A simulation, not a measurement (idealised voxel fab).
process module | voxel gate over fins
cross-section cut | 200 nm wide | cells 5 nm
A cross-section is a grid of square cells, given in bands from the top down. A band is one or more rows of cells.
Each band's line starts with the height of the band's top and of its bottom, in nm. Then come its materials from left to right, each with its width in nm. One material with "throughout" fills the band from edge to edge. "air" is empty space.
Height 0 is the level under which the wafer as received is all one material. The lowest band goes on downwards, as in "0 down".
A width such as "30 to 40" changes by the same amount from each row of cells to the next, from the band's top row to its bottom row.
"no change" after a step means that no cell of the cross-section changed.
closed voids: empty space of 8 cells or more with no open way to the top, each as width x height at its distance from the left edge, in nm
after a step's settings: what the simulator itself notes on the step
overlay nm, on a step with a mask: how far to the right of its planned place the mask lay; to the left if negative
Each pair below shows a cross-section before one step and the cross-section after it, down to the lowest band that changed. The line under each pair gives the step between them, with its settings. The pairs can come from different runs of this module on the same starting wafer, so a pair continues from the pair above only where its "before" says so.
before
  0 down: Si throughout
  closed voids: none
after
  5 to 0: SiN throughout
  below 0: unchanged
  closed voids: none
the step between: op CONFORMAL_DEP | material SiN | thk nm 5
before: the cross-section after the pair above
after
  20 to 5: air 15 | resist 15 | air 35 | resist 15 | air 35 | resist 15 | air 35 | resist 15 | air 20
  below 5: unchanged
  closed voids: none
the step between: op PATTERN | tone cover | mask id FINS | material resist | width nm 15 | pitch nm 50 | thk nm 15 | overlay nm 0
before: the cross-section after the pair above
after
  20 to 5: air 15 | resist 15 | air 35 | resist 15 | air 35 | resist 15 | air 35 | resist 15 | air 20
  5 to 0: air 15 | SiN 15 | air 35 | SiN 15 | air 35 | SiN 15 | air 35 | SiN 15 | air 20
  below 0: unchanged
  closed voids: none
the step between: op DIRECTIONAL_ETCH | etch materials SiN | depth nm 5
before: the cross-section after the pair above
after
  20 to 5: air 15 | resist 15 | air 35 | resist 15 | air 35 | resist 15 | air 35 | resist 15 | air 20
  5 to 0: air 15 | SiN 15 | air 35 | SiN 15 | air 35 | SiN 15 | air 35 | SiN 15 | air 20
  0 to -30: air 15 | Si 15 | air 35 | Si 15 | air 35 | Si 15 | air 35 | Si 15 | air 20
  below -30: unchanged
  closed voids: none
the step between: op DIRECTIONAL_ETCH | etch materials Si | depth nm 30
before: the cross-section after the pair above
after
  5 to 0: air 15 | SiN 15 | air 35 | SiN 15 | air 35 | SiN 15 | air 35 | SiN 15 | air 20
  below 0: unchanged
  closed voids: none
the step between: op STRIP | etch materials resist
before: the cross-section after the pair above
after
  20 to 5: SiO2 throughout
  5 to 0: SiO2 15 | SiN 15 | SiO2 35 | SiN 15 | SiO2 35 | SiN 15 | SiO2 35 | SiN 15 | SiO2 20
  0 to -30: SiO2 15 | Si 15 | SiO2 35 | Si 15 | SiO2 35 | Si 15 | SiO2 35 | Si 15 | SiO2 20
  below -30: unchanged
  closed voids: none
the step between: op FILL_DEP | material SiO2 | thk nm 15
before: the cross-section after the pair above
after
  5 to 0: SiO2 15 | SiN 15 | SiO2 35 | SiN 15 | SiO2 35 | SiN 15 | SiO2 35 | SiN 15 | SiO2 20
  below 0: unchanged
  closed voids: none
the step between: op CMP | height nm 5
before: the cross-section after the pair above
after
  5 to 0: SiO2 15 | SiN 15 | SiO2 10 | air 15 | SiO2 10 | SiN 15 | SiO2 35 | SiN 15 | SiO2 35 | SiN 15 | SiO2 20
  0 to -25: SiO2 15 | Si 15 | SiO2 10 | air 15 | SiO2 10 | Si 15 | SiO2 35 | Si 15 | SiO2 35 | Si 15 | SiO2 20
  below -25: unchanged
  closed voids: none
the step between: op MASKED_ETCH | tone open | mask id RAIL | width nm 15 | etch materials SiO2 | depth nm 30 | overlay nm 0
before: the cross-section after the pair above
after
  10 to 5: TiN 45 | air 5 | TiN 150
  5 to 0: SiO2 15 | SiN 15 | SiO2 10 | TiN 5 | air 5 | TiN 5 | SiO2 10 | SiN 15 | SiO2 35 | SiN 15 | SiO2 35 | SiN 15 | SiO2 20
  0 to -20: SiO2 15 | Si 15 | SiO2 10 | TiN 5 | air 5 | TiN 5 | SiO2 10 | Si 15 | SiO2 35 | Si 15 | SiO2 35 | Si 15 | SiO2 20
  -20 to -25: SiO2 15 | Si 15 | SiO2 10 | TiN 15 | SiO2 10 | Si 15 | SiO2 35 | Si 15 | SiO2 35 | Si 15 | SiO2 20
  below -25: unchanged
  closed voids: none
the step between: op CONFORMAL_DEP | material TiN | thk nm 5
before: the cross-section after the pair above
after
  15 to 10: W throughout
  10 to 5: TiN 45 | W 5 | TiN 150
  5 to 0: SiO2 15 | SiN 15 | SiO2 10 | TiN 5 | W 5 | TiN 5 | SiO2 10 | SiN 15 | SiO2 35 | SiN 15 | SiO2 35 | SiN 15 | SiO2 20
  0 to -20: SiO2 15 | Si 15 | SiO2 10 | TiN 5 | W 5 | TiN 5 | SiO2 10 | Si 15 | SiO2 35 | Si 15 | SiO2 35 | Si 15 | SiO2 20
  below -20: unchanged
  closed voids: none
the step between: op FILL_DEP | material W | thk nm 5
before: the cross-section after the pair above
after
  5 to 0: SiO2 15 | SiN 15 | SiO2 10 | TiN 5 | W 5 | TiN 5 | SiO2 10 | SiN 15 | SiO2 35 | SiN 15 | SiO2 35 | SiN 15 | SiO2 20
  below 0: unchanged
  closed voids: none
the step between: op CMP | height nm 5
before: the cross-section after the pair above
after
  5 to 0: SiO2 15 | SiN 15 | SiO2 10 | air 15 | SiO2 10 | SiN 15 | SiO2 35 | SiN 15 | SiO2 35 | SiN 15 | SiO2 20
  0 to -20: SiO2 15 | Si 15 | SiO2 10 | air 15 | SiO2 10 | Si 15 | SiO2 35 | Si 15 | SiO2 35 | Si 15 | SiO2 20
  below -20: unchanged
  closed voids: none
the step between: op SELECTIVE_ETCH | etch materials W Ru TiN | depth nm 25
before: the cross-section after the pair above
after
  10 to 5: SiO2 throughout
  5 to 0: SiO2 15 | SiN 15 | SiO2 35 | SiN 15 | SiO2 35 | SiN 15 | SiO2 35 | SiN 15 | SiO2 20
  0 to -20: SiO2 15 | Si 15 | SiO2 35 | Si 15 | SiO2 35 | Si 15 | SiO2 35 | Si 15 | SiO2 20
  below -20: unchanged
  closed voids: none
the step between: op FILL_DEP | material SiO2 | thk nm 5
before: the cross-section after the pair above
after
  5 to 0: SiO2 15 | SiN 15 | SiO2 35 | SiN 15 | SiO2 35 | SiN 15 | SiO2 35 | SiN 15 | SiO2 20
  below 0: unchanged
  closed voids: none
the step between: op CMP | height nm 5
before: the cross-section after the pair above
after
  5 to 0: air 15 | SiN 15 | air 35 | SiN 15 | air 35 | SiN 15 | air 35 | SiN 15 | air 20
  0 to -10: air 15 | Si 15 | air 35 | Si 15 | air 35 | Si 15 | air 35 | Si 15 | air 20
  below -10: unchanged
  closed voids: none
the step between: op SELECTIVE_ETCH | etch materials SiO2 | depth nm 15
before: the cross-section after the pair above
after
  0 to -10: air 15 | Si 15 | air 35 | Si 15 | air 35 | Si 15 | air 35 | Si 15 | air 20
  below -10: unchanged
  closed voids: none
the step between: op STRIP | etch materials SiN
before: the cross-section after the pair above
after
  5 to 0: air 10 | HfO2 25 | air 25 | HfO2 25 | air 25 | HfO2 25 | air 25 | HfO2 25 | air 15
  0 to -5: air 10 | HfO2 5 | Si 15 | HfO2 5 | air 25 | HfO2 5 | Si 15 | HfO2 5 | air 25 | HfO2 5 | Si 15 | HfO2 5 | air 25 | HfO2 5 | Si 15 | HfO2 5 | air 15
  -5 to -10: HfO2 15 | Si 15 | HfO2 35 | Si 15 | HfO2 35 | Si 15 | HfO2 35 | Si 15 | HfO2 20
  below -10: unchanged
  closed voids: none
the step between: op CONFORMAL_DEP | material HfO2 | thk nm 5
before: the cross-section after the pair above
after
  10 to 5: air 5 | TiN 35 | air 15 | TiN 35 | air 15 | TiN 35 | air 15 | TiN 35 | air 10
  5 to 0: air 5 | TiN 5 | HfO2 25 | TiN 5 | air 15 | TiN 5 | HfO2 25 | TiN 5 | air 15 | TiN 5 | HfO2 25 | TiN 5 | air 15 | TiN 5 | HfO2 25 | TiN 5 | air 10
  0 to -5: TiN 10 | HfO2 5 | Si 15 | HfO2 5 | TiN 25 | HfO2 5 | Si 15 | HfO2 5 | TiN 25 | HfO2 5 | Si 15 | HfO2 5 | TiN 25 | HfO2 5 | Si 15 | HfO2 5 | TiN 15
  below -5: unchanged
  closed voids: none
the step between: op CONFORMAL_DEP | material TiN | thk nm 5
before: the cross-section after the pair above
after
  25 to 10: W throughout
  10 to 5: W 5 | TiN 35 | W 15 | TiN 35 | W 15 | TiN 35 | W 15 | TiN 35 | W 10
  5 to 0: W 5 | TiN 5 | HfO2 25 | TiN 5 | W 15 | TiN 5 | HfO2 25 | TiN 5 | W 15 | TiN 5 | HfO2 25 | TiN 5 | W 15 | TiN 5 | HfO2 25 | TiN 5 | W 10
  below 0: unchanged
  closed voids: none
the step between: op FILL_DEP | material W | thk nm 15
before: the cross-section after the pair above
after
  20 to 10: W throughout
  below 10: unchanged
  closed voids: none
the step between: op CMP | height nm 20
before: the cross-section after the pair above
after
  25 to 20: SiN throughout
  below 20: unchanged
  closed voids: none
the step between: op CONFORMAL_DEP | material SiN | thk nm 5
before
  0 to -10: air 15 | Si 15 | air 35 | Si 15 | air 35 | Si 15 | air 35 | Si 15 | air 20
  -10 to -20: SiO2 15 | Si 15 | SiO2 35 | Si 15 | SiO2 35 | Si 15 | SiO2 35 | Si 15 | SiO2 20
  -20 to -25: SiO2 15 | Si 15 | SiO2 10 | TiN 15 | SiO2 10 | Si 15 | SiO2 35 | Si 15 | SiO2 35 | Si 15 | SiO2 20
  -25 to -30: SiO2 15 | Si 15 | SiO2 35 | Si 15 | SiO2 35 | Si 15 | SiO2 35 | Si 15 | SiO2 20
  -30 down: Si throughout
  closed voids: none
after
  5 to 0: air 10 | TiN 25 | air 25 | TiN 25 | air 25 | TiN 25 | air 25 | TiN 25 | air 15
  0 to -5: air 10 | TiN 5 | Si 15 | TiN 5 | air 25 | TiN 5 | Si 15 | TiN 5 | air 25 | TiN 5 | Si 15 | TiN 5 | air 25 | TiN 5 | Si 15 | TiN 5 | air 15
  -5 to -10: TiN 15 | Si 15 | TiN 35 | Si 15 | TiN 35 | Si 15 | TiN 35 | Si 15 | TiN 20
  below -10: unchanged
  closed voids: none
the step between: op CONFORMAL_DEP | material TiN | thk nm 5
before: the cross-section after the pair above
after
  20 to 5: W throughout
  5 to 0: W 10 | TiN 25 | W 25 | TiN 25 | W 25 | TiN 25 | W 25 | TiN 25 | W 15
  0 to -5: W 10 | TiN 5 | Si 15 | TiN 5 | W 25 | TiN 5 | Si 15 | TiN 5 | W 25 | TiN 5 | Si 15 | TiN 5 | W 25 | TiN 5 | Si 15 | TiN 5 | W 15
  below -5: unchanged
  closed voids: none
the step between: op FILL_DEP | material W | thk nm 15
before: the cross-section after the pair above
after
  25 to 20: SiN throughout
  below 20: unchanged
  closed voids: none
the step between: op CONFORMAL_DEP | material SiN | thk nm 5
before
  20 to 5: air 15 | resist 15 | air 35 | resist 15 | air 35 | resist 15 | air 35 | resist 15 | air 20
  5 to 0: air 15 | SiN 15 | air 35 | SiN 15 | air 35 | SiN 15 | air 35 | SiN 15 | air 20
  0 to -30: air 15 | Si 15 | air 35 | Si 15 | air 35 | Si 15 | air 35 | Si 15 | air 20
  -30 down: Si throughout
  closed voids: none
after
  20 to 5: air 15 | resist 15 | air 35 | resist 15 | air 35 | resist 15 | air 35 | resist 15 | air 20
  5 to 0: air 15 | SiN 15 | air 35 | SiN 15 | air 35 | SiN 15 | air 35 | SiN 15 | air 20
  0 to -60: air 15 | Si 15 | air 35 | Si 15 | air 35 | Si 15 | air 35 | Si 15 | air 20
  below -60: unchanged
  closed voids: none
the step between: op DIRECTIONAL_ETCH | etch materials Si | depth nm 30
before: the cross-section after the pair above
after
  5 to 0: air 15 | SiN 15 | air 35 | SiN 15 | air 35 | SiN 15 | air 35 | SiN 15 | air 20
  below 0: unchanged
  closed voids: none
the step between: op STRIP | etch materials resist
before: the cross-section after the pair above
after
  20 to 5: SiO2 throughout
  5 to 0: SiO2 15 | SiN 15 | SiO2 35 | SiN 15 | SiO2 35 | SiN 15 | SiO2 35 | SiN 15 | SiO2 20
  0 to -60: SiO2 15 | Si 15 | SiO2 35 | Si 15 | SiO2 35 | Si 15 | SiO2 35 | Si 15 | SiO2 20
  below -60: unchanged
  closed voids: none
the step between: op FILL_DEP | material SiO2 | thk nm 15
before: the cross-section after the pair above
after
  5 to 0: SiO2 15 | SiN 15 | SiO2 35 | SiN 15 | SiO2 35 | SiN 15 | SiO2 35 | SiN 15 | SiO2 20
  below 0: unchanged
  closed voids: none
the step between: op CMP | height nm 5
before: the cross-section after the pair above
after
  5 to 0: SiO2 15 | SiN 15 | SiO2 10 | air 15 | SiO2 10 | SiN 15 | SiO2 35 | SiN 15 | SiO2 35 | SiN 15 | SiO2 20
  0 to -25: SiO2 15 | Si 15 | SiO2 10 | air 15 | SiO2 10 | Si 15 | SiO2 35 | Si 15 | SiO2 35 | Si 15 | SiO2 20
  below -25: unchanged
  closed voids: none
the step between: op MASKED_ETCH | tone open | mask id RAIL | width nm 15 | etch materials SiO2 | depth nm 30 | overlay nm 0
before: the cross-section after the pair above
after
  10 to 5: TiN 45 | air 5 | TiN 150
  5 to 0: SiO2 15 | SiN 15 | SiO2 10 | TiN 5 | air 5 | TiN 5 | SiO2 10 | SiN 15 | SiO2 35 | SiN 15 | SiO2 35 | SiN 15 | SiO2 20
  0 to -20: SiO2 15 | Si 15 | SiO2 10 | TiN 5 | air 5 | TiN 5 | SiO2 10 | Si 15 | SiO2 35 | Si 15 | SiO2 35 | Si 15 | SiO2 20
  -20 to -25: SiO2 15 | Si 15 | SiO2 10 | TiN 15 | SiO2 10 | Si 15 | SiO2 35 | Si 15 | SiO2 35 | Si 15 | SiO2 20
  below -25: unchanged
  closed voids: none
the step between: op CONFORMAL_DEP | material TiN | thk nm 5
before: the cross-section after the pair above
after
  15 to 10: W throughout
  10 to 5: TiN 45 | W 5 | TiN 150
  5 to 0: SiO2 15 | SiN 15 | SiO2 10 | TiN 5 | W 5 | TiN 5 | SiO2 10 | SiN 15 | SiO2 35 | SiN 15 | SiO2 35 | SiN 15 | SiO2 20
  0 to -20: SiO2 15 | Si 15 | SiO2 10 | TiN 5 | W 5 | TiN 5 | SiO2 10 | Si 15 | SiO2 35 | Si 15 | SiO2 35 | Si 15 | SiO2 20
  below -20: unchanged
  closed voids: none
the step between: op FILL_DEP | material W | thk nm 5
before: the cross-section after the pair above
after
  5 to 0: SiO2 15 | SiN 15 | SiO2 10 | TiN 5 | W 5 | TiN 5 | SiO2 10 | SiN 15 | SiO2 35 | SiN 15 | SiO2 35 | SiN 15 | SiO2 20
  below 0: unchanged
  closed voids: none
the step between: op CMP | height nm 5
before: the cross-section after the pair above
after
  5 to 0: SiO2 15 | SiN 15 | SiO2 10 | air 15 | SiO2 10 | SiN 15 | SiO2 35 | SiN 15 | SiO2 35 | SiN 15 | SiO2 20
  0 to -20: SiO2 15 | Si 15 | SiO2 10 | air 15 | SiO2 10 | Si 15 | SiO2 35 | Si 15 | SiO2 35 | Si 15 | SiO2 20
  below -20: unchanged
  closed voids: none
the step between: op SELECTIVE_ETCH | etch materials W Ru TiN | depth nm 25
before: the cross-section after the pair above
after
  10 to 5: SiO2 throughout
  5 to 0: SiO2 15 | SiN 15 | SiO2 35 | SiN 15 | SiO2 35 | SiN 15 | SiO2 35 | SiN 15 | SiO2 20
  0 to -20: SiO2 15 | Si 15 | SiO2 35 | Si 15 | SiO2 35 | Si 15 | SiO2 35 | Si 15 | SiO2 20
  below -20: unchanged
  closed voids: none
the step between: op FILL_DEP | material SiO2 | thk nm 5
before: the cross-section after the pair above
after
  5 to 0: SiO2 15 | SiN 15 | SiO2 35 | SiN 15 | SiO2 35 | SiN 15 | SiO2 35 | SiN 15 | SiO2 20
  below 0: unchanged
  closed voids: none
the step between: op CMP | height nm 5
before: the cross-section after the pair above
after
  5 to 0: air 15 | SiN 15 | air 35 | SiN 15 | air 35 | SiN 15 | air 35 | SiN 15 | air 20
  0 to -10: air 15 | Si 15 | air 35 | Si 15 | air 35 | Si 15 | air 35 | Si 15 | air 20
  below -10: unchanged
  closed voids: none
the step between: op SELECTIVE_ETCH | etch materials SiO2 | depth nm 15
before: the cross-section after the pair above
after
  0 to -10: air 15 | Si 15 | air 35 | Si 15 | air 35 | Si 15 | air 35 | Si 15 | air 20
  below -10: unchanged
  closed voids: none
the step between: op STRIP | etch materials SiN
before: the cross-section after the pair above
after
  5 to 0: air 10 | HfO2 25 | air 25 | HfO2 25 | air 25 | HfO2 25 | air 25 | HfO2 25 | air 15
  0 to -5: air 10 | HfO2 5 | Si 15 | HfO2 5 | air 25 | HfO2 5 | Si 15 | HfO2 5 | air 25 | HfO2 5 | Si 15 | HfO2 5 | air 25 | HfO2 5 | Si 15 | HfO2 5 | air 15
  -5 to -10: HfO2 15 | Si 15 | HfO2 35 | Si 15 | HfO2 35 | Si 15 | HfO2 35 | Si 15 | HfO2 20
  below -10: unchanged
  closed voids: none
the step between: op CONFORMAL_DEP | material HfO2 | thk nm 5
before: the cross-section after the pair above
after
  10 to 5: air 5 | TiN 35 | air 15 | TiN 35 | air 15 | TiN 35 | air 15 | TiN 35 | air 10
  5 to 0: air 5 | TiN 5 | HfO2 25 | TiN 5 | air 15 | TiN 5 | HfO2 25 | TiN 5 | air 15 | TiN 5 | HfO2 25 | TiN 5 | air 15 | TiN 5 | HfO2 25 | TiN 5 | air 10
  0 to -5: TiN 10 | HfO2 5 | Si 15 | HfO2 5 | TiN 25 | HfO2 5 | Si 15 | HfO2 5 | TiN 25 | HfO2 5 | Si 15 | HfO2 5 | TiN 25 | HfO2 5 | Si 15 | HfO2 5 | TiN 15
  below -5: unchanged
  closed voids: none
the step between: op CONFORMAL_DEP | material TiN | thk nm 5
before: the cross-section after the pair above
after
  25 to 10: W throughout
  10 to 5: W 5 | TiN 35 | W 15 | TiN 35 | W 15 | TiN 35 | W 15 | TiN 35 | W 10
  5 to 0: W 5 | TiN 5 | HfO2 25 | TiN 5 | W 15 | TiN 5 | HfO2 25 | TiN 5 | W 15 | TiN 5 | HfO2 25 | TiN 5 | W 15 | TiN 5 | HfO2 25 | TiN 5 | W 10
  below 0: unchanged
  closed voids: none
the step between: op FILL_DEP | material W | thk nm 15
before: the cross-section after the pair above
after
  20 to 10: W throughout
  below 10: unchanged
  closed voids: none
the step between: op CMP | height nm 20
before: the cross-section after the pair above
after
  25 to 20: SiN throughout
  below 20: unchanged
  closed voids: none
the step between: op CONFORMAL_DEP | material SiN | thk nm 5
before
  5 to 0: SiO2 15 | SiN 15 | SiO2 35 | SiN 15 | SiO2 35 | SiN 15 | SiO2 35 | SiN 15 | SiO2 20
  0 to -20: SiO2 15 | Si 15 | SiO2 35 | Si 15 | SiO2 35 | Si 15 | SiO2 35 | Si 15 | SiO2 20
  -20 to -25: SiO2 15 | Si 15 | SiO2 10 | TiN 15 | SiO2 10 | Si 15 | SiO2 35 | Si 15 | SiO2 35 | Si 15 | SiO2 20
  -25 to -30: SiO2 15 | Si 15 | SiO2 35 | Si 15 | SiO2 35 | Si 15 | SiO2 35 | Si 15 | SiO2 20
  -30 down: Si throughout
  closed voids: none
after
  5 to 0: SiO2 15 | air 15 | SiO2 35 | air 15 | SiO2 35 | air 15 | SiO2 35 | air 15 | SiO2 20
  below 0: unchanged
  closed voids: none
the step between: op STRIP | etch materials SiN
before: the cross-section after the pair above
after
  0 to -10: air 15 | Si 15 | air 35 | Si 15 | air 35 | Si 15 | air 35 | Si 15 | air 20
  -10 to -15: air 15 | Si 15 | air 15 | SiO2 5 | air 15 | Si 15 | air 15 | SiO2 5 | air 15 | Si 15 | air 15 | SiO2 5 | air 15 | Si 15 | air 15 | SiO2 5
  below -15: unchanged
  closed voids: none
the step between: op SELECTIVE_ETCH | etch materials SiO2 | depth nm 15
before: the cross-section after the pair above
after
  5 to 0: air 10 | HfO2 25 | air 25 | HfO2 25 | air 25 | HfO2 25 | air 25 | HfO2 25 | air 15
  0 to -5: air 10 | HfO2 5 | Si 15 | HfO2 5 | air 25 | HfO2 5 | Si 15 | HfO2 5 | air 25 | HfO2 5 | Si 15 | HfO2 5 | air 25 | HfO2 5 | Si 15 | HfO2 5 | air 15
  -5 to -10: air 10 | HfO2 5 | Si 15 | HfO2 5 | air 5 | HfO2 15 | air 5 | HfO2 5 | Si 15 | HfO2 5 | air 5 | HfO2 15 | air 5 | HfO2 5 | Si 15 | HfO2 5 | air 5 | HfO2 15 | air 5 | HfO2 5 | Si 15 | HfO2 5 | air 5 | HfO2 10
  -10 to -15: HfO2 15 | Si 15 | HfO2 15 | SiO2 5 | HfO2 15 | Si 15 | HfO2 15 | SiO2 5 | HfO2 15 | Si 15 | HfO2 15 | SiO2 5 | HfO2 15 | Si 15 | HfO2 15 | SiO2 5
  below -15: unchanged
  closed voids: none
the step between: op CONFORMAL_DEP | material HfO2 | thk nm 5
before: the cross-section after the pair above
after
  10 to 5: air 5 | TiN 35 | air 15 | TiN 35 | air 15 | TiN 35 | air 15 | TiN 35 | air 10
  5 to 0: air 5 | TiN 5 | HfO2 25 | TiN 5 | air 15 | TiN 5 | HfO2 25 | TiN 5 | air 15 | TiN 5 | HfO2 25 | TiN 5 | air 15 | TiN 5 | HfO2 25 | TiN 5 | air 10
  0 to -5: air 5 | TiN 5 | HfO2 5 | Si 15 | HfO2 5 | TiN 25 | HfO2 5 | Si 15 | HfO2 5 | TiN 25 | HfO2 5 | Si 15 | HfO2 5 | TiN 25 | HfO2 5 | Si 15 | HfO2 5 | TiN 15
  -5 to -10: TiN 10 | HfO2 5 | Si 15 | HfO2 5 | TiN 5 | HfO2 15 | TiN 5 | HfO2 5 | Si 15 | HfO2 5 | TiN 5 | HfO2 15 | TiN 5 | HfO2 5 | Si 15 | HfO2 5 | TiN 5 | HfO2 15 | TiN 5 | HfO2 5 | Si 15 | HfO2 5 | TiN 5 | HfO2 10
  below -10: unchanged
  closed voids: none
the step between: op CONFORMAL_DEP | material TiN | thk nm 5
before: the cross-section after the pair above
after
  25 to 10: W throughout
  10 to 5: W 5 | TiN 35 | W 15 | TiN 35 | W 15 | TiN 35 | W 15 | TiN 35 | W 10
  5 to 0: W 5 | TiN 5 | HfO2 25 | TiN 5 | W 15 | TiN 5 | HfO2 25 | TiN 5 | W 15 | TiN 5 | HfO2 25 | TiN 5 | W 15 | TiN 5 | HfO2 25 | TiN 5 | W 10
  0 to -5: W 5 | TiN 5 | HfO2 5 | Si 15 | HfO2 5 | TiN 25 | HfO2 5 | Si 15 | HfO2 5 | TiN 25 | HfO2 5 | Si 15 | HfO2 5 | TiN 25 | HfO2 5 | Si 15 | HfO2 5 | TiN 15
  below -5: unchanged
  closed voids: none
the step between: op FILL_DEP | material W | thk nm 15
before: the cross-section after the pair above
after
  20 to 10: W throughout
  below 10: unchanged
  closed voids: none
the step between: op CMP | height nm 20
before: the cross-section after the pair above
after
  25 to 20: SiN throughout
  below 20: unchanged
  closed voids: none
the step between: op CONFORMAL_DEP | material SiN | thk nm 5
before
  25 to 10: W throughout
  10 to 5: W 5 | TiN 35 | W 15 | TiN 35 | W 15 | TiN 35 | W 15 | TiN 35 | W 10
  5 to 0: W 5 | TiN 5 | HfO2 25 | TiN 5 | W 15 | TiN 5 | HfO2 25 | TiN 5 | W 15 | TiN 5 | HfO2 25 | TiN 5 | W 15 | TiN 5 | HfO2 25 | TiN 5 | W 10
  0 to -5: TiN 10 | HfO2 5 | Si 15 | HfO2 5 | TiN 25 | HfO2 5 | Si 15 | HfO2 5 | TiN 25 | HfO2 5 | Si 15 | HfO2 5 | TiN 25 | HfO2 5 | Si 15 | HfO2 5 | TiN 15
  -5 to -10: HfO2 15 | Si 15 | HfO2 35 | Si 15 | HfO2 35 | Si 15 | HfO2 35 | Si 15 | HfO2 20
  -10 to -20: SiO2 15 | Si 15 | SiO2 35 | Si 15 | SiO2 35 | Si 15 | SiO2 35 | Si 15 | SiO2 20
  -20 to -25: SiO2 15 | Si 15 | SiO2 10 | TiN 15 | SiO2 10 | Si 15 | SiO2 35 | Si 15 | SiO2 35 | Si 15 | SiO2 20
  -25 to -30: SiO2 15 | Si 15 | SiO2 35 | Si 15 | SiO2 35 | Si 15 | SiO2 35 | Si 15 | SiO2 20
  -30 down: Si throughout
  closed voids: none
after
  10 to 5: W 5 | TiN 35 | W 15 | TiN 35 | W 15 | TiN 35 | W 15 | TiN 35 | W 10
  below 5: unchanged
  closed voids: none
the step between: op CMP | height nm 10
before: the cross-section after the pair above
after
  15 to 10: SiN throughout
  below 10: unchanged
  closed voids: none
the step between: op CONFORMAL_DEP | material SiN | thk nm 5
before
  5 to 0: SiO2 15 | SiN 15 | SiO2 35 | SiN 15 | SiO2 35 | SiN 15 | SiO2 35 | SiN 15 | SiO2 20
  0 to -30: SiO2 15 | Si 15 | SiO2 35 | Si 15 | SiO2 35 | Si 15 | SiO2 35 | Si 15 | SiO2 20
  -30 down: Si throughout
  closed voids: none
after
  5 to 0: SiO2 15 | SiN 15 | SiO2 10 | air 20 | SiO2 5 | SiN 15 | SiO2 35 | SiN 15 | SiO2 35 | SiN 15 | SiO2 20
  0 to -25: SiO2 15 | Si 15 | SiO2 10 | air 20 | SiO2 5 | Si 15 | SiO2 35 | Si 15 | SiO2 35 | Si 15 | SiO2 20
  below -25: unchanged
  closed voids: none
the step between: op MASKED_ETCH | tone open | mask id RAIL | width nm 20 | etch materials SiO2 | depth nm 30 | overlay nm 0
before: the cross-section after the pair above
after
  10 to 5: TiN 45 | air 10 | TiN 145
  5 to 0: SiO2 15 | SiN 15 | SiO2 10 | TiN 5 | air 10 | TiN 5 | SiO2 5 | SiN 15 | SiO2 35 | SiN 15 | SiO2 35 | SiN 15 | SiO2 20
  0 to -20: SiO2 15 | Si 15 | SiO2 10 | TiN 5 | air 10 | TiN 5 | SiO2 5 | Si 15 | SiO2 35 | Si 15 | SiO2 35 | Si 15 | SiO2 20
  -20 to -25: SiO2 15 | Si 15 | SiO2 10 | TiN 20 | SiO2 5 | Si 15 | SiO2 35 | Si 15 | SiO2 35 | Si 15 | SiO2 20
  below -25: unchanged
  closed voids: none
the step between: op CONFORMAL_DEP | material TiN | thk nm 5
before: the cross-section after the pair above
after
  15 to 10: W throughout
  10 to 5: TiN 45 | W 10 | TiN 145
  5 to 0: SiO2 15 | SiN 15 | SiO2 10 | TiN 5 | W 10 | TiN 5 | SiO2 5 | SiN 15 | SiO2 35 | SiN 15 | SiO2 35 | SiN 15 | SiO2 20
  0 to -20: SiO2 15 | Si 15 | SiO2 10 | TiN 5 | W 10 | TiN 5 | SiO2 5 | Si 15 | SiO2 35 | Si 15 | SiO2 35 | Si 15 | SiO2 20
  below -20: unchanged
  closed voids: none
the step between: op FILL_DEP | material W | thk nm 5
before: the cross-section after the pair above
after
  5 to 0: SiO2 15 | SiN 15 | SiO2 10 | TiN 5 | W 10 | TiN 5 | SiO2 5 | SiN 15 | SiO2 35 | SiN 15 | SiO2 35 | SiN 15 | SiO2 20
  below 0: unchanged
  closed voids: none
the step between: op CMP | height nm 5
before: the cross-section after the pair above
after
  5 to 0: SiO2 15 | SiN 15 | SiO2 10 | air 20 | SiO2 5 | SiN 15 | SiO2 35 | SiN 15 | SiO2 35 | SiN 15 | SiO2 20
  0 to -20: SiO2 15 | Si 15 | SiO2 10 | air 20 | SiO2 5 | Si 15 | SiO2 35 | Si 15 | SiO2 35 | Si 15 | SiO2 20
  below -20: unchanged
  closed voids: none
the step between: op SELECTIVE_ETCH | etch materials W Ru TiN | depth nm 25
before: the cross-section after the pair above
after
  10 to 5: SiO2 throughout
  5 to 0: SiO2 15 | SiN 15 | SiO2 35 | SiN 15 | SiO2 35 | SiN 15 | SiO2 35 | SiN 15 | SiO2 20
  0 to -20: SiO2 15 | Si 15 | SiO2 35 | Si 15 | SiO2 35 | Si 15 | SiO2 35 | Si 15 | SiO2 20
  below -20: unchanged
  closed voids: none
the step between: op FILL_DEP | material SiO2 | thk nm 5
before: the cross-section after the pair above
after
  5 to 0: SiO2 15 | SiN 15 | SiO2 35 | SiN 15 | SiO2 35 | SiN 15 | SiO2 35 | SiN 15 | SiO2 20
  below 0: unchanged
  closed voids: none
the step between: op CMP | height nm 5
before: the cross-section after the pair above
after
  5 to 0: air 15 | SiN 15 | air 35 | SiN 15 | air 35 | SiN 15 | air 35 | SiN 15 | air 20
  0 to -10: air 15 | Si 15 | air 35 | Si 15 | air 35 | Si 15 | air 35 | Si 15 | air 20
  below -10: unchanged
  closed voids: none
the step between: op SELECTIVE_ETCH | etch materials SiO2 | depth nm 15
before: the cross-section after the pair above
after
  0 to -10: air 15 | Si 15 | air 35 | Si 15 | air 35 | Si 15 | air 35 | Si 15 | air 20
  below -10: unchanged
  closed voids: none
the step between: op STRIP | etch materials SiN
before: the cross-section after the pair above
after
  5 to 0: air 10 | HfO2 25 | air 25 | HfO2 25 | air 25 | HfO2 25 | air 25 | HfO2 25 | air 15
  0 to -5: air 10 | HfO2 5 | Si 15 | HfO2 5 | air 25 | HfO2 5 | Si 15 | HfO2 5 | air 25 | HfO2 5 | Si 15 | HfO2 5 | air 25 | HfO2 5 | Si 15 | HfO2 5 | air 15
  -5 to -10: HfO2 15 | Si 15 | HfO2 35 | Si 15 | HfO2 35 | Si 15 | HfO2 35 | Si 15 | HfO2 20
  below -10: unchanged
  closed voids: none
the step between: op CONFORMAL_DEP | material HfO2 | thk nm 5
before: the cross-section after the pair above
after
  10 to 5: air 5 | TiN 35 | air 15 | TiN 35 | air 15 | TiN 35 | air 15 | TiN 35 | air 10
  5 to 0: air 5 | TiN 5 | HfO2 25 | TiN 5 | air 15 | TiN 5 | HfO2 25 | TiN 5 | air 15 | TiN 5 | HfO2 25 | TiN 5 | air 15 | TiN 5 | HfO2 25 | TiN 5 | air 10
  0 to -5: TiN 10 | HfO2 5 | Si 15 | HfO2 5 | TiN 25 | HfO2 5 | Si 15 | HfO2 5 | TiN 25 | HfO2 5 | Si 15 | HfO2 5 | TiN 25 | HfO2 5 | Si 15 | HfO2 5 | TiN 15
  below -5: unchanged
  closed voids: none
the step between: op CONFORMAL_DEP | material TiN | thk nm 5
